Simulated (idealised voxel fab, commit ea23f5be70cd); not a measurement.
The following is a process module called voxel ribs on slabs.
The width of the displayed cross-section, cut, is 185 nm; its cells are square, with a size of 5 nm.
Cross-section format: a grid of square cells, given as bands from top to bottom; each band is one or more rows of cells.
Read a band's entry like this: the first values are the height of its top and the height of its bottom in nm, and what follows is the sequence of materials from left to right, each with its width in nm. Note that "empty" is empty space, and that a single material marked "everywhere" reaches across the band from edge to edge.
Heights are reckoned from 0. Under this level, the received wafer is all of one material. The bottommost band is open-ended downward, for example "z 0 and below".
Width "30->40": first value at the band's top row of cells, second value at its bottom row, equal change from row to row.
"remains unaltered" for a step: no cell of the cross-section changed in that step.
Each empty space that has no open way to the top and spans at least 8 cells appears under "Closed internal voids" as width x height at distance, the distance counted from the left edge, all in nm.
On a step's line, text after the settings is the simulator commenting on that step.
The optional step-line setting "overlay nm" applies to steps with a mask and quantifies how far to the right of its planned location the mask lay, a negative value indicating leftward placement.

# Process steps - plan
1 RECEIVE, material Si
2 DIRECTIONAL_DEP, material SiO2, thk nm 25
3 DIRECTIONAL_DEP, material SiN, thk nm 20
4 MASKED_ETCH, tone cover, mask id RIB, width nm 25, etch materials SiN, depth nm 10, overlay nm 0
5 MASKED_ETCH, tone cover, mask id SLAB, width nm 75, etch materials SiN, depth nm 10, overlay nm 0
6 FILL_DEP, material SiO2, thk nm 25
7 CMP, height nm 60
8 DIRECTIONAL_DEP, material TiN, thk nm 10
9 MASKED_ETCH, tone cover, mask id HEATER, width nm 35, etch materials TiN, depth nm 10, overlay nm 0
10 CONFORMAL_DEP, material SiO2, thk nm 5

# Incoming wafer in cross-section (state: after step 1)
  z 0 and below: Si everywhere
  Closed internal voids: none

# a wafer at the end: this start, this plan, one mistake
  z 70 to 65: empty 70 nm; SiO2 45 nm; empty 70 nm
  z 65 to 60: SiO2 75 nm; TiN 35 nm; SiO2 75 nm
  z 60 to 45: SiO2 everywhere
  z 45 to 35: SiO2 80 nm; SiN 25 nm; SiO2 80 nm
  z 35 to 25: SiO2 55 nm; SiN 75 nm; SiO2 55 nm
  z 25 to 0: SiO2 everywhere
  z 0 and below: Si everywhere
  Closed internal voids: none
Plan not followed: step 8 did not happen as planned, as run it was DIRECTIONAL_DEP, material TiN, thk nm 5
